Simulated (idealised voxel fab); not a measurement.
The name of this process module is voxel spacer lines.
Cross-section cut: width 280 nm, square cells of 5 nm.
Think of the cross-section as a grid of square cells. We describe it in bands, top to bottom, and each band covers one or more rows of those cells. In this notation a band is specified by the heights of its top and bottom, in that order and in nm, after which its materials appear from left to right, each paired with its width in nm. The word "everywhere" attached to a single material means that material fills the band from edge to edge; the word "blank" stands for empty space. Height 0 is the level under which the wafer as received is all one material. The lowest band goes on downwards, as in "0..down". A width given as "30 to 40" starts at the first number in the band's top row and ends at the second number in its bottom row, shifting by an equal amount at every step from row to row. A step reported as "same as before" is a step in which no cell of the cross-section changed. For the entry "Closed void list", the listed items are empty spaces with no open way to the top whose size is 8 cells or more; each item follows the pattern width x height at distance, where distance is from the left edge and all three are in nm. Where a step's line continues beyond its settings, the continuation is a remark by the simulator itself on that step. The "overlay nm" setting may appear on a step's line; for a step that uses a mask, it gives how far to the right of its planned position the mask lay, and a negative value indicates the left.

So here's the lineup of process steps we planned:
1,RECEIVE, material Si
2,CONFORMAL_DEP, material Al2O3, thk nm 5
3,DIRECTIONAL_DEP, material polySi, thk nm 10
4,DIRECTIONAL_DEP, material aC, thk nm 20
5,PATTERN, tone cover, mask id MANDREL, material resist, width nm 15, pitch nm 60, thk nm 30, overlay nm 0
6,DIRECTIONAL_ETCH, etch materials aC, depth nm 20
7,STRIP, etch materials resist
8,CONFORMAL_DEP, material SiO2, thk nm 15
9,DIRECTIONAL_ETCH, etch materials SiO2, depth nm 15
10,STRIP, etch materials aC
11,DIRECTIONAL_ETCH, etch materials polySi, depth nm 10
12,STRIP, etch materials SiO2

Wafer at receipt (post step 1), cross-section:
    0..down | Si everywhere
    Closed void list: none

Cross-section at module end, one run error; start and plan unchanged from above:
    15..5 | blank=50, then polySi=15, then blank=15, then polySi=15, then blank=15, then polySi=15, then blank=15, then polySi=15, then blank=15, then polySi=15, then blank=15, then polySi=15, then blank=65
    5..0 | Al2O3 everywhere
    0..down | Si everywhere
    Closed void list: none
It is concluded that the wafer was processed incorrectly with respect to the plan, in that step 5 was run on a setting that differed from the plan, and what really ran there is PATTERN, tone cover, mask id MANDREL, material resist, width nm 15, pitch nm 60, thk nm 30, overlay nm -5
